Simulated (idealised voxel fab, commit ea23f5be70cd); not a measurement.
process module | voxel self aligned contacts
cross-section cut | 185 nm wide | cells 5 nm
A cross-section is a grid of square cells, given in bands from the top down. A band is one or more rows of cells.
Each band's line starts with the height of the band's top and of its bottom, in nm. Then come its materials from left to right, each with its width in nm. One material with "throughout" fills the band from edge to edge. "air" is empty space.
Height 0 is the level under which the wafer as received is all one material. The lowest band goes on downwards, as in "0 down".
A width such as "30 to 40" changes by the same amount from each row of cells to the next, from the band's top row to its bottom row.
"no change" after a step means that no cell of the cross-section changed.
closed voids: empty space of 8 cells or more with no open way to the top, each as width x height at its distance from the left edge, in nm
after a step's settings: what the simulator itself notes on the step
overlay nm, on a step with a mask: how far to the right of its planned place the mask lay; to the left if negative
plan
1 op RECEIVE | material Si
2 op CONFORMAL_DEP | material SiO2 | thk nm 5
3 op DIRECTIONAL_DEP | material polySi | thk nm 20
4 op DIRECTIONAL_DEP | material SiN | thk nm 15
5 op PATTERN | tone cover | mask id GATE | material resist | width nm 30 | pitch nm 60 | thk nm 15 | overlay nm 0
6 op DIRECTIONAL_ETCH | etch materials SiN | depth nm 15
7 op DIRECTIONAL_ETCH | etch materials polySi | depth nm 20
8 op STRIP | etch materials resist
9 op CONFORMAL_DEP | material SiN | thk nm 5
10 op DIRECTIONAL_ETCH | etch materials SiN | depth nm 5
11 op FILL_DEP | material SiO2 | thk nm 15
12 op CMP | height nm 45
13 op MASKED_ETCH | tone open | mask id CONTACT | width nm 40 | pitch nm 60 | etch materials SiO2 | depth nm 45 | overlay nm 0
14 op CONFORMAL_DEP | material TiN | thk nm 5
15 op FILL_DEP | material W | thk nm 5
16 op CMP | height nm 45
17 op CONFORMAL_DEP | material SiCN | thk nm 5
first wafer, as planned
as received, after step 1
  0 down: Si throughout
  closed voids: none
after step 2
  5 to 0: SiO2 throughout
  below 0: unchanged
after step 3
  25 to 5: polySi throughout
  below 5: unchanged
after step 4
  40 to 25: SiN throughout
  below 25: unchanged
after step 5
  55 to 40: air 15 | resist 30 | air 30 | resist 30 | air 30 | resist 30 | air 20
  below 40: unchanged
after step 6
  55 to 40: air 15 | resist 30 | air 30 | resist 30 | air 30 | resist 30 | air 20
  40 to 25: air 15 | SiN 30 | air 30 | SiN 30 | air 30 | SiN 30 | air 20
  below 25: unchanged
after step 7
  55 to 40: air 15 | resist 30 | air 30 | resist 30 | air 30 | resist 30 | air 20
  40 to 25: air 15 | SiN 30 | air 30 | SiN 30 | air 30 | SiN 30 | air 20
  25 to 5: air 15 | polySi 30 | air 30 | polySi 30 | air 30 | polySi 30 | air 20
  below 5: unchanged
after step 8
  40 to 25: air 15 | SiN 30 | air 30 | SiN 30 | air 30 | SiN 30 | air 20
  below 25: unchanged
after step 9
  45 to 25: air 10 | SiN 40 | air 20 | SiN 40 | air 20 | SiN 40 | air 15
  25 to 10: air 10 | SiN 5 | polySi 30 | SiN 5 | air 20 | SiN 5 | polySi 30 | SiN 5 | air 20 | SiN 5 | polySi 30 | SiN 5 | air 15
  10 to 5: SiN 15 | polySi 30 | SiN 30 | polySi 30 | SiN 30 | polySi 30 | SiN 20
  below 5: unchanged
after step 10
  40 to 25: air 10 | SiN 40 | air 20 | SiN 40 | air 20 | SiN 40 | air 15
  25 to 5: air 10 | SiN 5 | polySi 30 | SiN 5 | air 20 | SiN 5 | polySi 30 | SiN 5 | air 20 | SiN 5 | polySi 30 | SiN 5 | air 15
  below 5: unchanged
after step 11
  55 to 40: SiO2 throughout
  40 to 25: SiO2 10 | SiN 40 | SiO2 20 | SiN 40 | SiO2 20 | SiN 40 | SiO2 15
  25 to 5: SiO2 10 | SiN 5 | polySi 30 | SiN 5 | SiO2 20 | SiN 5 | polySi 30 | SiN 5 | SiO2 20 | SiN 5 | polySi 30 | SiN 5 | SiO2 15
  below 5: unchanged
after step 12
  45 to 40: SiO2 throughout
  below 40: unchanged
after step 13
  45 to 40: SiO2 40 | air 40 | SiO2 20 | air 40 | SiO2 45
  40 to 25: SiO2 10 | SiN 40 | air 20 | SiN 40 | air 20 | SiN 40 | SiO2 15
  25 to 5: SiO2 10 | SiN 5 | polySi 30 | SiN 5 | air 20 | SiN 5 | polySi 30 | SiN 5 | air 20 | SiN 5 | polySi 30 | SiN 5 | SiO2 15
  5 to 0: SiO2 50 | air 20 | SiO2 40 | air 20 | SiO2 55
  below 0: unchanged
after step 14
  50 to 45: TiN 45 | air 30 | TiN 30 | air 30 | TiN 50
  45 to 40: SiO2 40 | TiN 15 | air 10 | TiN 15 | SiO2 20 | TiN 15 | air 10 | TiN 15 | SiO2 45
  40 to 25: SiO2 10 | SiN 40 | TiN 5 | air 10 | TiN 5 | SiN 40 | TiN 5 | air 10 | TiN 5 | SiN 40 | SiO2 15
  25 to 5: SiO2 10 | SiN 5 | polySi 30 | SiN 5 | TiN 5 | air 10 | TiN 5 | SiN 5 | polySi 30 | SiN 5 | TiN 5 | air 10 | TiN 5 | SiN 5 | polySi 30 | SiN 5 | SiO2 15
  5 to 0: SiO2 50 | TiN 20 | SiO2 40 | TiN 20 | SiO2 55
  below 0: unchanged
after step 15
  55 to 50: W throughout
  50 to 45: TiN 45 | W 30 | TiN 30 | W 30 | TiN 50
  45 to 40: SiO2 40 | TiN 15 | W 10 | TiN 15 | SiO2 20 | TiN 15 | W 10 | TiN 15 | SiO2 45
  40 to 25: SiO2 10 | SiN 40 | TiN 5 | W 10 | TiN 5 | SiN 40 | TiN 5 | W 10 | TiN 5 | SiN 40 | SiO2 15
  25 to 5: SiO2 10 | SiN 5 | polySi 30 | SiN 5 | TiN 5 | W 10 | TiN 5 | SiN 5 | polySi 30 | SiN 5 | TiN 5 | W 10 | TiN 5 | SiN 5 | polySi 30 | SiN 5 | SiO2 15
  below 5: unchanged
after step 16
  45 to 40: SiO2 40 | TiN 15 | W 10 | TiN 15 | SiO2 20 | TiN 15 | W 10 | TiN 15 | SiO2 45
  below 40: unchanged
after step 17
  50 to 45: SiCN throughout
  below 45: unchanged
second wafer: like start, like plan, one mistake. Through step 2 it matches the first wafer
when step 3 should have ended
  45 to 5: polySi throughout
  below 5: unchanged
when step 4 should have ended
  60 to 45: SiN throughout
  below 45: unchanged
when step 5 should have ended
  75 to 60: air 15 | resist 30 | air 30 | resist 30 | air 30 | resist 30 | air 20
  below 60: unchanged
when step 6 should have ended
  75 to 60: air 15 | resist 30 | air 30 | resist 30 | air 30 | resist 30 | air 20
  60 to 45: air 15 | SiN 30 | air 30 | SiN 30 | air 30 | SiN 30 | air 20
  below 45: unchanged
when step 7 should have ended
  75 to 60: air 15 | resist 30 | air 30 | resist 30 | air 30 | resist 30 | air 20
  60 to 45: air 15 | SiN 30 | air 30 | SiN 30 | air 30 | SiN 30 | air 20
  45 to 25: air 15 | polySi 30 | air 30 | polySi 30 | air 30 | polySi 30 | air 20
  below 25: unchanged
when step 8 should have ended
  60 to 45: air 15 | SiN 30 | air 30 | SiN 30 | air 30 | SiN 30 | air 20
  below 45: unchanged
when step 9 should have ended
  65 to 45: air 10 | SiN 40 | air 20 | SiN 40 | air 20 | SiN 40 | air 15
  45 to 30: air 10 | SiN 5 | polySi 30 | SiN 5 | air 20 | SiN 5 | polySi 30 | SiN 5 | air 20 | SiN 5 | polySi 30 | SiN 5 | air 15
  30 to 25: SiN 15 | polySi 30 | SiN 30 | polySi 30 | SiN 30 | polySi 30 | SiN 20
  below 25: unchanged
when step 10 should have ended
  60 to 45: air 10 | SiN 40 | air 20 | SiN 40 | air 20 | SiN 40 | air 15
  45 to 25: air 10 | SiN 5 | polySi 30 | SiN 5 | air 20 | SiN 5 | polySi 30 | SiN 5 | air 20 | SiN 5 | polySi 30 | SiN 5 | air 15
  below 25: unchanged
when step 11 should have ended
  75 to 60: SiO2 throughout
  60 to 45: SiO2 10 | SiN 40 | SiO2 20 | SiN 40 | SiO2 20 | SiN 40 | SiO2 15
  45 to 25: SiO2 10 | SiN 5 | polySi 30 | SiN 5 | SiO2 20 | SiN 5 | polySi 30 | SiN 5 | SiO2 20 | SiN 5 | polySi 30 | SiN 5 | SiO2 15
  below 25: unchanged
when step 12 should have ended
  45 to 25: SiO2 10 | SiN 5 | polySi 30 | SiN 5 | SiO2 20 | SiN 5 | polySi 30 | SiN 5 | SiO2 20 | SiN 5 | polySi 30 | SiN 5 | SiO2 15
  below 25: unchanged
when step 13 should have ended
  45 to 25: SiO2 10 | SiN 5 | polySi 30 | SiN 5 | air 20 | SiN 5 | polySi 30 | SiN 5 | air 20 | SiN 5 | polySi 30 | SiN 5 | SiO2 15
  below 25: unchanged
when step 14 should have ended
  50 to 45: TiN 55 | air 10 | TiN 50 | air 10 | TiN 60
  45 to 30: SiO2 10 | SiN 5 | polySi 30 | SiN 5 | TiN 5 | air 10 | TiN 5 | SiN 5 | polySi 30 | SiN 5 | TiN 5 | air 10 | TiN 5 | SiN 5 | polySi 30 | SiN 5 | SiO2 15
  30 to 25: SiO2 10 | SiN 5 | polySi 30 | SiN 5 | TiN 20 | SiN 5 | polySi 30 | SiN 5 | TiN 20 | SiN 5 | polySi 30 | SiN 5 | SiO2 15
  below 25: unchanged
when step 15 should have ended
  55 to 50: W throughout
  50 to 45: TiN 55 | W 10 | TiN 50 | W 10 | TiN 60
  45 to 30: SiO2 10 | SiN 5 | polySi 30 | SiN 5 | TiN 5 | W 10 | TiN 5 | SiN 5 | polySi 30 | SiN 5 | TiN 5 | W 10 | TiN 5 | SiN 5 | polySi 30 | SiN 5 | SiO2 15
  below 30: unchanged
when step 16 should have ended
  45 to 30: SiO2 10 | SiN 5 | polySi 30 | SiN 5 | TiN 5 | W 10 | TiN 5 | SiN 5 | polySi 30 | SiN 5 | TiN 5 | W 10 | TiN 5 | SiN 5 | polySi 30 | SiN 5 | SiO2 15
  below 30: unchanged
when step 17 should have ended
  50 to 45: SiCN throughout
  below 45: unchanged
what went wrong: step 3 was run twice
at the end the second wafer has, in cells: 72 fewer of SiN | 28 fewer of SiO2 | 28 fewer of TiN | 20 fewer of W | 148 more of polySi
